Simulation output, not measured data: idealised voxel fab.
Proc. module: voxel self aligned vias
Cross-section cut spans 275 nm and uses square cells 5 nm in size.
How to read a cross-section here: the picture is a grid of square cells, written as bands going from the top down, and any band can span one or more rows of cells.
Heads up on the band format: heights come first, top then bottom, in nm. After that it's the materials left to right, each with its width in nm. A single material flagged "throughout" fills the whole band edge to edge, and "air" means there's empty space there.
Heights are expressed relative to 0, this being the level below which the as-received wafer comprises one material exclusively. The lowest band is unbounded in the downward direction and is denoted as in "top 0, no bottom".
Think of "30->40" as a width that walks from the first number to the second as you go down the band, top row to bottom row, taking equal-sized steps from row to row.
"everything unchanged" after a step means that no cell of the cross-section changed.
"Sealed-off cavities": sealed empty spaces, 8 cells or more, no open way to top, listed width x height at distance, with distance from the left edge and width, height and distance in nm.
Note: text after step settings on the step line = simulator remark on that step.
Each step line may optionally specify "overlay nm", which for a step with a mask gives the rightward distance between the mask's planned place and where it lay, a negative value indicating the leftward direction.

## The process steps that were planned are listed below
1. op RECEIVE | material Si
2. op CONFORMAL_DEP | material SiO2 | thk nm 15
3. op CONFORMAL_DEP | material SiCN | thk nm 5
4. op DIRECTIONAL_DEP | material SiO2 | thk nm 30
5. op DIRECTIONAL_DEP | material aC | thk nm 15
6. op PATTERN | tone open | mask id LINES | material resist | width nm 20 | pitch nm 65 | thk nm 35 | overlay nm 0
7. op DIRECTIONAL_ETCH | etch materials aC | depth nm 15
8. op STRIP | etch materials resist
9. op DIRECTIONAL_ETCH | etch materials SiO2 | depth nm 30
10. op STRIP | etch materials aC
11. op CONFORMAL_DEP | material TiN | thk nm 5
12. op FILL_DEP | material W | thk nm 5
13. op CMP | height nm 50
14. op SELECTIVE_ETCH | etch materials W Ru TiN | depth nm 5
15. op FILL_DEP | material SiN | thk nm 10
16. op CMP | height nm 50
17. op DIRECTIONAL_DEP | material SiO2 | thk nm 15
18. op DIRECTIONAL_DEP | material aC | thk nm 15
19. op PATTERN | tone open | mask id VIAS | material resist | width nm 40 | pitch nm 130 | thk nm 35 | overlay nm 0
20. op DIRECTIONAL_ETCH | etch materials aC | depth nm 15
21. op STRIP | etch materials resist
22. op DIRECTIONAL_ETCH | etch materials SiO2 | depth nm 15
23. op DIRECTIONAL_ETCH | etch materials SiN | depth nm 5
24. op STRIP | etch materials aC
25. op CONFORMAL_DEP | material TiN | thk nm 5
26. op FILL_DEP | material Cu | thk nm 5
27. op CMP | height nm 65
28. op CONFORMAL_DEP | material SiCN | thk nm 5

## The following pertains to the first of two wafers, which was processed as planned

## As-received wafer cross-section (after step 1)
    top 0, no bottom  Si throughout
    Sealed-off cavities: none

## The wafer in cross-section once step 2 is complete
    top 15, bottom 0  SiO2 throughout
    below 0: unchanged

## The wafer in cross-section once step 3 is complete
    top 20, bottom 15  SiCN throughout
    below 15: unchanged

## The wafer in cross-section once step 4 is complete
    top 50, bottom 20  SiO2 throughout
    below 20: unchanged

## The wafer in cross-section once step 5 is complete
    top 65, bottom 50  aC throughout
    below 50: unchanged

## The wafer in cross-section once step 6 is complete
    top 100, bottom 65  resist (60) | air (20) | resist (45) | air (20) | resist (45) | air (20) | resist (65)
    below 65: unchanged

## The wafer in cross-section once step 7 is complete
    top 85, bottom 65  resist (60) | air (20) | resist (45) | air (20) | resist (45) | air (20) | resist (65)
    top 65, bottom 50  aC (60) | air (20) | aC (45) | air (20) | aC (45) | air (20) | aC (65)
    below 50: unchanged

## The wafer in cross-section once step 8 is complete
    top 65, bottom 50  aC (60) | air (20) | aC (45) | air (20) | aC (45) | air (20) | aC (65)
    below 50: unchanged

## The wafer in cross-section once step 9 is complete
    top 65, bottom 50  aC (60) | air (20) | aC (45) | air (20) | aC (45) | air (20) | aC (65)
    top 50, bottom 20  SiO2 (60) | air (20) | SiO2 (45) | air (20) | SiO2 (45) | air (20) | SiO2 (65)
    below 20: unchanged

## The wafer in cross-section once step 10 is complete
    top 50, bottom 20  SiO2 (60) | air (20) | SiO2 (45) | air (20) | SiO2 (45) | air (20) | SiO2 (65)
    below 20: unchanged

## The wafer in cross-section once step 11 is complete
    top 55, bottom 50  TiN (65) | air (10) | TiN (55) | air (10) | TiN (55) | air (10) | TiN (70)
    top 50, bottom 25  SiO2 (60) | TiN (5) | air (10) | TiN (5) | SiO2 (45) | TiN (5) | air (10) | TiN (5) | SiO2 (45) | TiN (5) | air (10) | TiN (5) | SiO2 (65)
    top 25, bottom 20  SiO2 (60) | TiN (20) | SiO2 (45) | TiN (20) | SiO2 (45) | TiN (20) | SiO2 (65)
    below 20: unchanged

## The wafer in cross-section once step 12 is complete
    top 60, bottom 55  W throughout
    top 55, bottom 50  TiN (65) | W (10) | TiN (55) | W (10) | TiN (55) | W (10) | TiN (70)
    top 50, bottom 25  SiO2 (60) | TiN (5) | W (10) | TiN (5) | SiO2 (45) | TiN (5) | W (10) | TiN (5) | SiO2 (45) | TiN (5) | W (10) | TiN (5) | SiO2 (65)
    below 25: unchanged

## The wafer in cross-section once step 13 is complete
    top 50, bottom 25  SiO2 (60) | TiN (5) | W (10) | TiN (5) | SiO2 (45) | TiN (5) | W (10) | TiN (5) | SiO2 (45) | TiN (5) | W (10) | TiN (5) | SiO2 (65)
    below 25: unchanged

## The wafer in cross-section once step 14 is complete
    top 50, bottom 45  SiO2 (60) | air (20) | SiO2 (45) | air (20) | SiO2 (45) | air (20) | SiO2 (65)
    below 45: unchanged

## The wafer in cross-section once step 15 is complete
    top 60, bottom 50  SiN throughout
    top 50, bottom 45  SiO2 (60) | SiN (20) | SiO2 (45) | SiN (20) | SiO2 (45) | SiN (20) | SiO2 (65)
    below 45: unchanged

## The wafer in cross-section once step 16 is complete
    top 50, bottom 45  SiO2 (60) | SiN (20) | SiO2 (45) | SiN (20) | SiO2 (45) | SiN (20) | SiO2 (65)
    below 45: unchanged

## The wafer in cross-section once step 17 is complete
    top 65, bottom 50  SiO2 throughout
    below 50: unchanged

## The wafer in cross-section once step 18 is complete
    top 80, bottom 65  aC throughout
    below 65: unchanged

## The wafer in cross-section once step 19 is complete
    top 115, bottom 80  resist (50) | air (40) | resist (90) | air (40) | resist (55)
    below 80: unchanged

## The wafer in cross-section once step 20 is complete
    top 100, bottom 80  resist (50) | air (40) | resist (90) | air (40) | resist (55)
    top 80, bottom 65  aC (50) | air (40) | aC (90) | air (40) | aC (55)
    below 65: unchanged

## The wafer in cross-section once step 21 is complete
    top 80, bottom 65  aC (50) | air (40) | aC (90) | air (40) | aC (55)
    below 65: unchanged

## The wafer in cross-section once step 22 is complete
    top 80, bottom 65  aC (50) | air (40) | aC (90) | air (40) | aC (55)
    top 65, bottom 50  SiO2 (50) | air (40) | SiO2 (90) | air (40) | SiO2 (55)
    below 50: unchanged

## The wafer in cross-section once step 23 is complete
    top 80, bottom 65  aC (50) | air (40) | aC (90) | air (40) | aC (55)
    top 65, bottom 50  SiO2 (50) | air (40) | SiO2 (90) | air (40) | SiO2 (55)
    top 50, bottom 45  SiO2 (60) | air (20) | SiO2 (45) | SiN (20) | SiO2 (45) | air (20) | SiO2 (65)
    below 45: unchanged

## The wafer in cross-section once step 24 is complete
    top 65, bottom 50  SiO2 (50) | air (40) | SiO2 (90) | air (40) | SiO2 (55)
    below 50: unchanged

## The wafer in cross-section once step 25 is complete
    top 70, bottom 65  TiN (55) | air (30) | TiN (100) | air (30) | TiN (60)
    top 65, bottom 55  SiO2 (50) | TiN (5) | air (30) | TiN (5) | SiO2 (90) | TiN (5) | air (30) | TiN (5) | SiO2 (55)
    top 55, bottom 50  SiO2 (50) | TiN (15) | air (10) | TiN (15) | SiO2 (90) | TiN (15) | air (10) | TiN (15) | SiO2 (55)
    top 50, bottom 45  SiO2 (60) | TiN (20) | SiO2 (45) | SiN (20) | SiO2 (45) | TiN (20) | SiO2 (65)
    below 45: unchanged

## The wafer in cross-section once step 26 is complete
    top 75, bottom 70  Cu throughout
    top 70, bottom 65  TiN (55) | Cu (30) | TiN (100) | Cu (30) | TiN (60)
    top 65, bottom 55  SiO2 (50) | TiN (5) | Cu (30) | TiN (5) | SiO2 (90) | TiN (5) | Cu (30) | TiN (5) | SiO2 (55)
    top 55, bottom 50  SiO2 (50) | TiN (15) | Cu (10) | TiN (15) | SiO2 (90) | TiN (15) | Cu (10) | TiN (15) | SiO2 (55)
    below 50: unchanged

## The wafer in cross-section once step 27 is complete
    top 65, bottom 55  SiO2 (50) | TiN (5) | Cu (30) | TiN (5) | SiO2 (90) | TiN (5) | Cu (30) | TiN (5) | SiO2 (55)
    below 55: unchanged

## The wafer in cross-section once step 28 is complete
    top 70, bottom 65  SiCN throughout
    below 65: unchanged

## Notes, second wafer: start = first wafer's, plan = first wafer's, execution had one mistake; history identical to first through step 18

## Here is the second wafer in cross-section at the point where step 19 of the plan should have been done
    top 115, bottom 80  resist (55) | air (30) | resist (100) | air (30) | resist (60)
    below 80: unchanged

## Here is the second wafer in cross-section at the point where step 20 of the plan should have been done
    top 100, bottom 80  resist (55) | air (30) | resist (100) | air (30) | resist (60)
    top 80, bottom 65  aC (55) | air (30) | aC (100) | air (30) | aC (60)
    below 65: unchanged

## Here is the second wafer in cross-section at the point where step 21 of the plan should have been done
    top 80, bottom 65  aC (55) | air (30) | aC (100) | air (30) | aC (60)
    below 65: unchanged

## Here is the second wafer in cross-section at the point where step 22 of the plan should have been done
    top 80, bottom 65  aC (55) | air (30) | aC (100) | air (30) | aC (60)
    top 65, bottom 50  SiO2 (55) | air (30) | SiO2 (100) | air (30) | SiO2 (60)
    below 50: unchanged

## Here is the second wafer in cross-section at the point where step 23 of the plan should have been done
    top 80, bottom 65  aC (55) | air (30) | aC (100) | air (30) | aC (60)
    top 65, bottom 50  SiO2 (55) | air (30) | SiO2 (100) | air (30) | SiO2 (60)
    top 50, bottom 45  SiO2 (60) | air (20) | SiO2 (45) | SiN (20) | SiO2 (45) | air (20) | SiO2 (65)
    below 45: unchanged

## Here is the second wafer in cross-section at the point where step 24 of the plan should have been done
    top 65, bottom 50  SiO2 (55) | air (30) | SiO2 (100) | air (30) | SiO2 (60)
    below 50: unchanged

## Here is the second wafer in cross-section at the point where step 25 of the plan should have been done
    top 70, bottom 65  TiN (60) | air (20) | TiN (110) | air (20) | TiN (65)
    top 65, bottom 55  SiO2 (55) | TiN (5) | air (20) | TiN (5) | SiO2 (100) | TiN (5) | air (20) | TiN (5) | SiO2 (60)
    top 55, bottom 50  SiO2 (55) | TiN (10) | air (10) | TiN (10) | SiO2 (100) | TiN (10) | air (10) | TiN (10) | SiO2 (60)
    top 50, bottom 45  SiO2 (60) | TiN (20) | SiO2 (45) | SiN (20) | SiO2 (45) | TiN (20) | SiO2 (65)
    below 45: unchanged

## Here is the second wafer in cross-section at the point where step 26 of the plan should have been done
    top 75, bottom 70  Cu throughout
    top 70, bottom 65  TiN (60) | Cu (20) | TiN (110) | Cu (20) | TiN (65)
    top 65, bottom 55  SiO2 (55) | TiN (5) | Cu (20) | TiN (5) | SiO2 (100) | TiN (5) | Cu (20) | TiN (5) | SiO2 (60)
    top 55, bottom 50  SiO2 (55) | TiN (10) | Cu (10) | TiN (10) | SiO2 (100) | TiN (10) | Cu (10) | TiN (10) | SiO2 (60)
    below 50: unchanged

## Here is the second wafer in cross-section at the point where step 27 of the plan should have been done
    top 65, bottom 55  SiO2 (55) | TiN (5) | Cu (20) | TiN (5) | SiO2 (100) | TiN (5) | Cu (20) | TiN (5) | SiO2 (60)
    below 55: unchanged

## Here is the second wafer in cross-section at the point where step 28 of the plan should have been done
    top 70, bottom 65  SiCN throughout
    below 65: unchanged
Misprocessing identified: step 19 deviated from plan and actually ran as op PATTERN | tone open | mask id VIAS | material resist | width nm 30 | pitch nm 130 | thk nm 35 | overlay nm 0
The second wafer ends with more or fewer cells of some materials than the first, per final count: -8 Cu; +12 SiO2; -4 TiN
